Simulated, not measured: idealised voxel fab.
process module | voxel ribs on slabs
cross-section cut | 190 nm wide | cells 5 nm
A cross-section is a grid of square cells, given in bands from the top down. A band is one or more rows of cells.
Each band's line starts with the height of the band's top and of its bottom, in nm. Then come its materials from left to right, each with its width in nm. One material with "throughout" fills the band from edge to edge. "air" is empty space.
Height 0 is the level under which the wafer as received is all one material. The lowest band goes on downwards, as in "0 down".
A width such as "30 to 40" changes by the same amount from each row of cells to the next, from the band's top row to its bottom row.
"no change" after a step means that no cell of the cross-section changed.
closed voids: empty space of 8 cells or more with no open way to the top, each as width x height at its distance from the left edge, in nm
after a step's settings: what the simulator itself notes on the step
overlay nm, on a step with a mask: how far to the right of its planned place the mask lay; to the left if negative
plan
1 op RECEIVE | material Si
2 op DIRECTIONAL_DEP | material SiO2 | thk nm 20
3 op DIRECTIONAL_DEP | material SiN | thk nm 25
4 op PATTERN | tone cover | mask id RIB | material resist | width nm 20 | thk nm 15 | overlay nm 0
5 op DIRECTIONAL_ETCH | etch materials SiN | depth nm 10
6 op STRIP | etch materials resist
7 op PATTERN | tone cover | mask id SLAB | material resist | width nm 70 | thk nm 20 | overlay nm 0
8 op DIRECTIONAL_ETCH | etch materials SiN | depth nm 15
9 op STRIP | etch materials resist
10 op FILL_DEP | material SiO2 | thk nm 25
11 op CMP | height nm 60
12 op DIRECTIONAL_DEP | material TiN | thk nm 5
13 op DIRECTIONAL_DEP | material aC | thk nm 15
14 op PATTERN | tone cover | mask id HEATER | material resist | width nm 30 | thk nm 30 | overlay nm 0
15 op DIRECTIONAL_ETCH | etch materials aC | depth nm 15
16 op STRIP | etch materials resist
17 op DIRECTIONAL_ETCH | etch materials TiN | depth nm 5
18 op STRIP | etch materials aC
19 op CONFORMAL_DEP | material SiO2 | thk nm 10
as received, after step 1
  0 down: Si throughout
  closed voids: none
first wafer at the end, as planned
  75 to 70: air 70 | SiO2 50 | air 70
  70 to 65: SiO2 throughout
  65 to 60: SiO2 80 | TiN 30 | SiO2 80
  60 to 45: SiO2 throughout
  45 to 35: SiO2 85 | SiN 20 | SiO2 85
  35 to 20: SiO2 60 | SiN 70 | SiO2 60
  20 to 0: SiO2 throughout
  0 down: Si throughout
  closed voids: none
second wafer at the end: like start, like plan, one mistake
  75 to 70: air 70 | SiO2 50 | air 70
  70 to 65: SiO2 throughout
  65 to 60: SiO2 80 | TiN 30 | SiO2 80
  60 to 45: SiO2 throughout
  45 to 35: SiO2 80 | SiN 20 | SiO2 90
  35 to 20: SiO2 60 | SiN 70 | SiO2 60
  20 to 0: SiO2 throughout
  0 down: Si throughout
  closed voids: none
what went wrong: step 4 ran as: op PATTERN | tone cover | mask id RIB | material resist | width nm 20 | thk nm 15 | overlay nm -5
at the end the second wafer has, in cells: as many of each material as the first, in other places
